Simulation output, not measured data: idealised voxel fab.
The name of this process module is voxel self aligned vias.
Cross-section cut: width 300 nm, square cells of 5 nm.
Just so we're on the same page, the cross-sections are grids of square cells, and they're listed out in bands top to bottom, each band one or more rows deep.
In this notation a band is specified by the heights of its top and bottom, in that order and in nm, after which its materials appear from left to right, each paired with its width in nm. The word "throughout" attached to a single material means that material fills the band from edge to edge; the word "empty" stands for empty space.
Heights are reckoned from 0. Under this level, the received wafer is all of one material. The bottommost band is open-ended downward, for example "0 nm and below".
The expression "30..40" gives the width at the extremes of the band, the first number at its top row of cells and the second at its bottom row, with the width changing by equal amounts from each row to the next in between.
Any step labelled "stayed the same" changed none of the cells in the cross-section.
This entry, "Closed void listing", enumerates those empty regions of no fewer than 8 cells that possess no open connection to the top. Each region is reported in the form width x height at distance, the distance being taken from the left edge, with all three quantities expressed in nm.
Heads up: the bit after the settings on a step's line is the simulator's remark on that step.
"overlay nm" answers the question of how far to the right of plan the mask lay on a step that has a mask, and when it is negative the answer is to the left.

Below is the list of planned process steps:
1. RECEIVE,material Si
2. CONFORMAL_DEP,material SiO2,thk nm 10
3. CONFORMAL_DEP,material SiCN,thk nm 5
4. DIRECTIONAL_DEP,material SiO2,thk nm 20
5. MASKED_ETCH,tone open,mask id LINES,width nm 30,pitch nm 70,etch materials SiO2,depth nm 20,overlay nm 0
6. CONFORMAL_DEP,material TiN,thk nm 5
7. FILL_DEP,material Ru,thk nm 10
8. CMP,height nm 35
9. SELECTIVE_ETCH,etch materials W Ru TiN,depth nm 5
10. FILL_DEP,material SiN,thk nm 10
11. CMP,height nm 35
12. DIRECTIONAL_DEP,material SiO2,thk nm 15
13. MASKED_ETCH,tone open,mask id VIAS,width nm 50,etch materials SiO2,depth nm 15,overlay nm 0
14. MASKED_ETCH,tone open,mask id VIAS,width nm 50,etch materials SiN,depth nm 5,overlay nm 0
15. CONFORMAL_DEP,material TiN,thk nm 5
16. FILL_DEP,material W,thk nm 5
17. CMP,height nm 50
18. CONFORMAL_DEP,material SiCN,thk nm 5

Cross-section of the wafer at receipt, which is the condition after step 1:
	0 nm and below  Si throughout
	Closed void listing: none

Cross-sectional result after module completion. Note: starting condition and plan are unchanged from above; one processing mistake was made:
	55 nm to 50 nm  SiCN throughout
	50 nm to 40 nm  SiO2 (90) | TiN (5) | W (40) | TiN (5) | SiO2 (160)
	40 nm to 35 nm  SiO2 (90) | TiN (15) | W (20) | TiN (15) | SiO2 (160)
	35 nm to 30 nm  SiO2 (100) | TiN (30) | SiO2 (40) | SiN (30) | SiO2 (100)
	30 nm to 25 nm  SiO2 (100) | TiN (30) | SiO2 (40) | TiN (30) | SiO2 (100)
	25 nm to 10 nm  SiCN throughout
	10 nm to 0 nm  SiO2 throughout
	0 nm and below  Si throughout
	Closed void listing: none
So what did we get wrong on this run? step 3 off recipe, ran as CONFORMAL_DEP,material SiCN,thk nm 15
